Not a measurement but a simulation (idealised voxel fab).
process module | voxel fin reveal
cross-section cut | 195 nm wide | cells 5 nm
A cross-section is a grid of square cells, given in bands from the top down. A band is one or more rows of cells.
Each band's line starts with the height of the band's top and of its bottom, in nm. Then come its materials from left to right, each with its width in nm. One material with "throughout" fills the band from edge to edge. "air" is empty space.
Height 0 is the level under which the wafer as received is all one material. The lowest band goes on downwards, as in "0 down".
A width such as "30 to 40" changes by the same amount from each row of cells to the next, from the band's top row to its bottom row.
"no change" after a step means that no cell of the cross-section changed.
closed voids: empty space of 8 cells or more with no open way to the top, each as width x height at its distance from the left edge, in nm
after a step's settings: what the simulator itself notes on the step
overlay nm, on a step with a mask: how far to the right of its planned place the mask lay; to the left if negative
Each pair below shows a cross-section before one step and the cross-section after it, down to the lowest band that changed. The line under each pair gives the step between them, with its settings. The pairs can come from different runs of this module on the same starting wafer, so a pair continues from the pair above only where its "before" says so.
before
  0 down: Si throughout
  closed voids: none
after
  5 to 0: SiN throughout
  below 0: unchanged
  closed voids: none
the step between: op CONFORMAL_DEP | material SiN | thk nm 5
before: the cross-section after the pair above
after
  25 to 5: air 70 | resist 15 | air 20 | resist 15 | air 75
  below 5: unchanged
  closed voids: none
the step between: op PATTERN | tone cover | mask id FINS | material resist | width nm 15 | pitch nm 35 | thk nm 20 | overlay nm 0
before: the cross-section after the pair above
after
  25 to 5: air 70 | resist 15 | air 20 | resist 15 | air 75
  5 to 0: air 70 | SiN 15 | air 20 | SiN 15 | air 75
  below 0: unchanged
  closed voids: none
the step between: op DIRECTIONAL_ETCH | etch materials SiN | depth nm 5
before: the cross-section after the pair above
after
  25 to 5: air 70 | resist 15 | air 20 | resist 15 | air 75
  5 to 0: air 70 | SiN 15 | air 20 | SiN 15 | air 75
  0 to -40: air 70 | Si 15 | air 20 | Si 15 | air 75
  below -40: unchanged
  closed voids: none
the step between: op DIRECTIONAL_ETCH | etch materials Si | depth nm 40
before: the cross-section after the pair above
after
  5 to 0: air 70 | SiN 15 | air 20 | SiN 15 | air 75
  below 0: unchanged
  closed voids: none
the step between: op STRIP | etch materials resist
before: the cross-section after the pair above
after
  15 to 5: SiO2 throughout
  5 to 0: SiO2 70 | SiN 15 | SiO2 20 | SiN 15 | SiO2 75
  0 to -40: SiO2 70 | Si 15 | SiO2 20 | Si 15 | SiO2 75
  below -40: unchanged
  closed voids: none
the step between: op FILL_DEP | material SiO2 | thk nm 10
before: the cross-section after the pair above
after
  5 to 0: SiO2 70 | SiN 15 | SiO2 20 | SiN 15 | SiO2 75
  below 0: unchanged
  closed voids: none
the step between: op CMP | height nm 5
before: the cross-section after the pair above
after
  5 to 0: air 70 | SiN 15 | air 20 | SiN 15 | air 75
  0 to -25: air 70 | Si 15 | air 20 | Si 15 | air 75
  below -25: unchanged
  closed voids: none
the step between: op SELECTIVE_ETCH | etch materials SiO2 | depth nm 30
before: the cross-section after the pair above
after
  0 to -25: air 70 | Si 15 | air 20 | Si 15 | air 75
  below -25: unchanged
  closed voids: none
the step between: op STRIP | etch materials SiN
before: the cross-section after the pair above
after
  5 to 0: air 65 | SiO2 25 | air 10 | SiO2 25 | air 70
  0 to -20: air 65 | SiO2 5 | Si 15 | SiO2 5 | air 10 | SiO2 5 | Si 15 | SiO2 5 | air 70
  -20 to -40: SiO2 70 | Si 15 | SiO2 20 | Si 15 | SiO2 75
  below -40: unchanged
  closed voids: none
the step between: op CONFORMAL_DEP | material SiO2 | thk nm 5
before
  5 to 0: SiO2 70 | SiN 15 | SiO2 20 | SiN 15 | SiO2 75
  0 to -40: SiO2 70 | Si 15 | SiO2 20 | Si 15 | SiO2 75
  -40 down: Si throughout
  closed voids: none
after
  5 to 0: SiO2 70 | air 15 | SiO2 20 | air 15 | SiO2 75
  below 0: unchanged
  closed voids: none
the step between: op STRIP | etch materials SiN
before: the cross-section after the pair above
after
  0 to -25: air 70 | Si 15 | air 20 | Si 15 | air 75
  -25 to -30: SiO2 40 | air 30 | Si 15 | air 20 | Si 15 | air 30 | SiO2 45
  below -30: unchanged
  closed voids: none
the step between: op SELECTIVE_ETCH | etch materials SiO2 | depth nm 30
before: the cross-section after the pair above
after
  5 to 0: air 65 | SiO2 25 | air 10 | SiO2 25 | air 70
  0 to -20: air 65 | SiO2 5 | Si 15 | SiO2 5 | air 10 | SiO2 5 | Si 15 | SiO2 5 | air 70
  -20 to -25: SiO2 45 | air 20 | SiO2 5 | Si 15 | SiO2 5 | air 10 | SiO2 5 | Si 15 | SiO2 5 | air 20 | SiO2 50
  -25 to -40: SiO2 70 | Si 15 | SiO2 20 | Si 15 | SiO2 75
  below -40: unchanged
  closed voids: none
the step between: op CONFORMAL_DEP | material SiO2 | thk nm 5
before
  25 to 5: air 70 | resist 15 | air 20 | resist 15 | air 75
  5 to 0: air 70 | SiN 15 | air 20 | SiN 15 | air 75
  0 down: Si throughout
  closed voids: none
after
  25 to 5: air 70 | resist 15 | air 20 | resist 15 | air 75
  5 to 0: air 70 | SiN 15 | air 20 | SiN 15 | air 75
  0 to -45: air 70 | Si 15 | air 20 | Si 15 | air 75
  below -45: unchanged
  closed voids: none
the step between: op DIRECTIONAL_ETCH | etch materials Si | depth nm 45
before: the cross-section after the pair above
after
  5 to 0: air 70 | SiN 15 | air 20 | SiN 15 | air 75
  below 0: unchanged
  closed voids: none
the step between: op STRIP | etch materials resist
before: the cross-section after the pair above
after
  15 to 5: SiO2 throughout
  5 to 0: SiO2 70 | SiN 15 | SiO2 20 | SiN 15 | SiO2 75
  0 to -45: SiO2 70 | Si 15 | SiO2 20 | Si 15 | SiO2 75
  below -45: unchanged
  closed voids: none
the step between: op FILL_DEP | material SiO2 | thk nm 10
before: the cross-section after the pair above
after
  5 to 0: SiO2 70 | SiN 15 | SiO2 20 | SiN 15 | SiO2 75
  below 0: unchanged
  closed voids: none
the step between: op CMP | height nm 5
before: the cross-section after the pair above
after
  5 to 0: air 70 | SiN 15 | air 20 | SiN 15 | air 75
  0 to -25: air 70 | Si 15 | air 20 | Si 15 | air 75
  below -25: unchanged
  closed voids: none
the step between: op SELECTIVE_ETCH | etch materials SiO2 | depth nm 30
before: the cross-section after the pair above
after
  0 to -25: air 70 | Si 15 | air 20 | Si 15 | air 75
  below -25: unchanged
  closed voids: none
the step between: op STRIP | etch materials SiN
before: the cross-section after the pair above
after
  5 to 0: air 65 | SiO2 25 | air 10 | SiO2 25 | air 70
  0 to -20: air 65 | SiO2 5 | Si 15 | SiO2 5 | air 10 | SiO2 5 | Si 15 | SiO2 5 | air 70
  -20 to -45: SiO2 70 | Si 15 | SiO2 20 | Si 15 | SiO2 75
  below -45: unchanged
  closed voids: none
the step between: op CONFORMAL_DEP | material SiO2 | thk nm 5
before
  5 to 0: SiN throughout
  0 down: Si throughout
  closed voids: none
after
  25 to 5: air 70 | resist 20 | air 15 | resist 20 | air 70
  below 5: unchanged
  closed voids: none
the step between: op PATTERN | tone cover | mask id FINS | material resist | width nm 20 | pitch nm 35 | thk nm 20 | overlay nm 0
before: the cross-section after the pair above
after
  25 to 5: air 70 | resist 20 | air 15 | resist 20 | air 70
  5 to 0: air 70 | SiN 20 | air 15 | SiN 20 | air 70
  below 0: unchanged
  closed voids: none
the step between: op DIRECTIONAL_ETCH | etch materials SiN | depth nm 5
before: the cross-section after the pair above
after
  25 to 5: air 70 | resist 20 | air 15 | resist 20 | air 70
  5 to 0: air 70 | SiN 20 | air 15 | SiN 20 | air 70
  0 to -40: air 70 | Si 20 | air 15 | Si 20 | air 70
  below -40: unchanged
  closed voids: none
the step between: op DIRECTIONAL_ETCH | etch materials Si | depth nm 40
before: the cross-section after the pair above
after
  5 to 0: air 70 | SiN 20 | air 15 | SiN 20 | air 70
  below 0: unchanged
  closed voids: none
the step between: op STRIP | etch materials resist
before: the cross-section after the pair above
after
  15 to 5: SiO2 throughout
  5 to 0: SiO2 70 | SiN 20 | SiO2 15 | SiN 20 | SiO2 70
  0 to -40: SiO2 70 | Si 20 | SiO2 15 | Si 20 | SiO2 70
  below -40: unchanged
  closed voids: none
the step between: op FILL_DEP | material SiO2 | thk nm 10
before: the cross-section after the pair above
after
  5 to 0: SiO2 70 | SiN 20 | SiO2 15 | SiN 20 | SiO2 70
  below 0: unchanged
  closed voids: none
the step between: op CMP | height nm 5
before: the cross-section after the pair above
after
  5 to 0: air 70 | SiN 20 | air 15 | SiN 20 | air 70
  0 to -25: air 70 | Si 20 | air 15 | Si 20 | air 70
  below -25: unchanged
  closed voids: none
the step between: op SELECTIVE_ETCH | etch materials SiO2 | depth nm 30
before: the cross-section after the pair above
after
  0 to -25: air 70 | Si 20 | air 15 | Si 20 | air 70
  below -25: unchanged
  closed voids: none
the step between: op STRIP | etch materials SiN
before: the cross-section after the pair above
after
  5 to 0: air 65 | SiO2 30 | air 5 | SiO2 30 | air 65
  0 to -20: air 65 | SiO2 5 | Si 20 | SiO2 5 | air 5 | SiO2 5 | Si 20 | SiO2 5 | air 65
  -20 to -40: SiO2 70 | Si 20 | SiO2 15 | Si 20 | SiO2 70
  below -40: unchanged
  closed voids: none
the step between: op CONFORMAL_DEP | material SiO2 | thk nm 5
before
  5 to 0: SiN throughout
  0 down: Si throughout
  closed voids: none
after
  25 to 5: air 65 | resist 15 | air 20 | resist 15 | air 80
  below 5: unchanged
  closed voids: none
the step between: op PATTERN | tone cover | mask id FINS | material resist | width nm 15 | pitch nm 35 | thk nm 20 | overlay nm -5
before: the cross-section after the pair above
after
  25 to 5: air 65 | resist 15 | air 20 | resist 15 | air 80
  5 to 0: air 65 | SiN 15 | air 20 | SiN 15 | air 80
  below 0: unchanged
  closed voids: none
the step between: op DIRECTIONAL_ETCH | etch materials SiN | depth nm 5
before: the cross-section after the pair above
after
  25 to 5: air 65 | resist 15 | air 20 | resist 15 | air 80
  5 to 0: air 65 | SiN 15 | air 20 | SiN 15 | air 80
  0 to -40: air 65 | Si 15 | air 20 | Si 15 | air 80
  below -40: unchanged
  closed voids: none
the step between: op DIRECTIONAL_ETCH | etch materials Si | depth nm 40
before: the cross-section after the pair above
after
  5 to 0: air 65 | SiN 15 | air 20 | SiN 15 | air 80
  below 0: unchanged
  closed voids: none
the step between: op STRIP | etch materials resist
before: the cross-section after the pair above
after
  15 to 5: SiO2 throughout
  5 to 0: SiO2 65 | SiN 15 | SiO2 20 | SiN 15 | SiO2 80
  0 to -40: SiO2 65 | Si 15 | SiO2 20 | Si 15 | SiO2 80
  below -40: unchanged
  closed voids: none
the step between: op FILL_DEP | material SiO2 | thk nm 10
before: the cross-section after the pair above
after
  5 to 0: SiO2 65 | SiN 15 | SiO2 20 | SiN 15 | SiO2 80
  below 0: unchanged
  closed voids: none
the step between: op CMP | height nm 5
before: the cross-section after the pair above
after
  5 to 0: air 65 | SiN 15 | air 20 | SiN 15 | air 80
  0 to -25: air 65 | Si 15 | air 20 | Si 15 | air 80
  below -25: unchanged
  closed voids: none
the step between: op SELECTIVE_ETCH | etch materials SiO2 | depth nm 30
before: the cross-section after the pair above
after
  0 to -25: air 65 | Si 15 | air 20 | Si 15 | air 80
  below -25: unchanged
  closed voids: none
the step between: op STRIP | etch materials SiN
before: the cross-section after the pair above
after
  5 to 0: air 60 | SiO2 25 | air 10 | SiO2 25 | air 75
  0 to -20: air 60 | SiO2 5 | Si 15 | SiO2 5 | air 10 | SiO2 5 | Si 15 | SiO2 5 | air 75
  -20 to -40: SiO2 65 | Si 15 | SiO2 20 | Si 15 | SiO2 80
  below -40: unchanged
  closed voids: none
the step between: op CONFORMAL_DEP | material SiO2 | thk nm 5
before
  0 to -25: air 70 | Si 15 | air 20 | Si 15 | air 75
  -25 to -40: SiO2 70 | Si 15 | SiO2 20 | Si 15 | SiO2 75
  -40 down: Si throughout
  closed voids: none
after
  5 to 0: air 65 | SiN 25 | air 10 | SiN 25 | air 70
  0 to -20: air 65 | SiN 5 | Si 15 | SiN 5 | air 10 | SiN 5 | Si 15 | SiN 5 | air 70
  -20 to -25: SiN 70 | Si 15 | SiN 20 | Si 15 | SiN 75
  below -25: unchanged
  closed voids: none
the step between: op CONFORMAL_DEP | material SiN | thk nm 5
before
  5 to 0: SiN throughout
  0 down: Si throughout
  closed voids: none
after
  25 to 5: resist 70 | air 15 | resist 20 | air 15 | resist 75
  below 5: unchanged
  closed voids: none
the step between: op PATTERN | tone open | mask id FINS | material resist | width nm 15 | pitch nm 35 | thk nm 20 | overlay nm 0
before: the cross-section after the pair above
after
  25 to 5: resist 70 | air 15 | resist 20 | air 15 | resist 75
  5 to 0: SiN 70 | air 15 | SiN 20 | air 15 | SiN 75
  below 0: unchanged
  closed voids: none
the step between: op DIRECTIONAL_ETCH | etch materials SiN | depth nm 5
before: the cross-section after the pair above
after
  25 to 5: resist 70 | air 15 | resist 20 | air 15 | resist 75
  5 to 0: SiN 70 | air 15 | SiN 20 | air 15 | SiN 75
  0 to -40: Si 70 | air 15 | Si 20 | air 15 | Si 75
  below -40: unchanged
  closed voids: none
the step between: op DIRECTIONAL_ETCH | etch materials Si | depth nm 40
before: the cross-section after the pair above
after
  5 to 0: SiN 70 | air 15 | SiN 20 | air 15 | SiN 75
  below 0: unchanged
  closed voids: none
the step between: op STRIP | etch materials resist
before: the cross-section after the pair above
after
  15 to 5: SiO2 throughout
  5 to 0: SiN 70 | SiO2 15 | SiN 20 | SiO2 15 | SiN 75
  0 to -40: Si 70 | SiO2 15 | Si 20 | SiO2 15 | Si 75
  below -40: unchanged
  closed voids: none
the step between: op FILL_DEP | material SiO2 | thk nm 10
before: the cross-section after the pair above
after
  5 to 0: SiN 70 | SiO2 15 | SiN 20 | SiO2 15 | SiN 75
  below 0: unchanged
  closed voids: none
the step between: op CMP | height nm 5
before: the cross-section after the pair above
after
  5 to 0: SiN 70 | air 15 | SiN 20 | air 15 | SiN 75
  0 to -25: Si 70 | air 15 | Si 20 | air 15 | Si 75
  below -25: unchanged
  closed voids: none
the step between: op SELECTIVE_ETCH | etch materials SiO2 | depth nm 30
before: the cross-section after the pair above
after
  0 to -25: Si 70 | air 15 | Si 20 | air 15 | Si 75
  below -25: unchanged
  closed voids: none
the step between: op STRIP | etch materials SiN
before: the cross-section after the pair above
after
  5 to 0: SiO2 75 | air 5 | SiO2 30 | air 5 | SiO2 80
  0 to -20: Si 70 | SiO2 5 | air 5 | SiO2 5 | Si 20 | SiO2 5 | air 5 | SiO2 5 | Si 75
  -20 to -40: Si 70 | SiO2 15 | Si 20 | SiO2 15 | Si 75
  below -40: unchanged
  closed voids: none
the step between: op CONFORMAL_DEP | material SiO2 | thk nm 5
